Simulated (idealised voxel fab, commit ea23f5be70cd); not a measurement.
process module | voxel gate over fins
cross-section cut | 245 nm wide | cells 5 nm
A cross-section is a grid of square cells, given in bands from the top down. A band is one or more rows of cells.
Each band's line starts with the height of the band's top and of its bottom, in nm. Then come its materials from left to right, each with its width in nm. One material with "throughout" fills the band from edge to edge. "air" is empty space.
Height 0 is the level under which the wafer as received is all one material. The lowest band goes on downwards, as in "0 down".
A width such as "30 to 40" changes by the same amount from each row of cells to the next, from the band's top row to its bottom row.
"no change" after a step means that no cell of the cross-section changed.
closed voids: empty space of 8 cells or more with no open way to the top, each as width x height at its distance from the left edge, in nm
after a step's settings: what the simulator itself notes on the step
overlay nm, on a step with a mask: how far to the right of its planned place the mask lay; to the left if negative
plan
1 op RECEIVE | material Si
2 op CONFORMAL_DEP | material SiN | thk nm 5
3 op PATTERN | tone cover | mask id FINS | material resist | width nm 15 | pitch nm 35 | thk nm 20 | overlay nm 0
4 op DIRECTIONAL_ETCH | etch materials SiN | depth nm 5
5 op DIRECTIONAL_ETCH | etch materials Si | depth nm 30
6 op STRIP | etch materials resist
7 op FILL_DEP | material SiO2 | thk nm 10
8 op CMP | height nm 5
9 op SELECTIVE_ETCH | etch materials SiO2 | depth nm 20
10 op STRIP | etch materials SiN
11 op CONFORMAL_DEP | material HfO2 | thk nm 5
12 op CONFORMAL_DEP | material TiN | thk nm 5
13 op CONFORMAL_DEP | material TiAl | thk nm 5
14 op CONFORMAL_DEP | material TiN | thk nm 5
15 op FILL_DEP | material W | thk nm 15
16 op CMP | height nm 30
17 op CONFORMAL_DEP | material SiCN | thk nm 5
as received, after step 1
  0 down: Si throughout
  closed voids: none
a wafer at the end: this start, this plan, one mistake
  35 to 30: SiCN throughout
  30 to 20: W throughout
  20 to 15: W 75 | TiN 90 | W 80
  15 to 10: W 75 | TiN 5 | TiAl 80 | TiN 5 | W 80
  10 to 5: W 75 | TiN 5 | TiAl 5 | TiN 70 | TiAl 5 | TiN 5 | W 80
  5 to 0: TiN 80 | TiAl 5 | TiN 5 | HfO2 25 | TiN 10 | HfO2 25 | TiN 5 | TiAl 5 | TiN 85
  0 to -5: TiAl 85 | TiN 5 | HfO2 5 | Si 15 | HfO2 5 | TiN 10 | HfO2 5 | Si 15 | HfO2 5 | TiN 5 | TiAl 90
  -5 to -10: TiN 90 | HfO2 5 | Si 15 | HfO2 5 | TiN 10 | HfO2 5 | Si 15 | HfO2 5 | TiN 95
  -10 to -15: HfO2 95 | Si 15 | HfO2 20 | Si 15 | HfO2 100
  -15 to -60: SiO2 95 | Si 15 | SiO2 20 | Si 15 | SiO2 100
  -60 down: Si throughout
  closed voids: none
what went wrong: step 5 was run twice
